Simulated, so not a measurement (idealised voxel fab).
process module | voxel ribs on slabs
cross-section cut | 160 nm wide | cells 5 nm
A cross-section is a grid of square cells, given in bands from the top down. A band is one or more rows of cells.
Each band's line starts with the height of the band's top and of its bottom, in nm. Then come its materials from left to right, each with its width in nm. One material with "throughout" fills the band from edge to edge. "air" is empty space.
Height 0 is the level under which the wafer as received is all one material. The lowest band goes on downwards, as in "0 down".
A width such as "30 to 40" changes by the same amount from each row of cells to the next, from the band's top row to its bottom row.
"no change" after a step means that no cell of the cross-section changed.
closed voids: empty space of 8 cells or more with no open way to the top, each as width x height at its distance from the left edge, in nm
after a step's settings: what the simulator itself notes on the step
overlay nm, on a step with a mask: how far to the right of its planned place the mask lay; to the left if negative
plan
1 op RECEIVE | material Si
2 op DIRECTIONAL_DEP | material SiO2 | thk nm 20
3 op DIRECTIONAL_DEP | material SiN | thk nm 20
4 op MASKED_ETCH | tone cover | mask id RIB | width nm 25 | etch materials SiN | depth nm 10 | overlay nm 0
5 op PATTERN | tone cover | mask id SLAB | material resist | width nm 65 | thk nm 20 | overlay nm 0
6 op DIRECTIONAL_ETCH | etch materials SiN | depth nm 10
7 op STRIP | etch materials resist
8 op FILL_DEP | material SiO2 | thk nm 20
9 op CMP | height nm 50
10 op DIRECTIONAL_DEP | material TiN | thk nm 10
11 op MASKED_ETCH | tone cover | mask id HEATER | width nm 35 | etch materials TiN | depth nm 10 | overlay nm 0
12 op CONFORMAL_DEP | material SiN | thk nm 5
as received, after step 1
  0 down: Si throughout
  closed voids: none
a wafer at the end: this start, this plan, one mistake
  65 to 60: air 55 | SiN 45 | air 60
  60 to 55: air 55 | SiN 5 | TiN 35 | SiN 5 | air 60
  55 to 50: SiN 60 | TiN 35 | SiN 65
  50 to 20: SiO2 throughout
  20 to 0: SiN throughout
  0 down: Si throughout
  closed voids: none
what went wrong: steps 2 and 3 were swapped
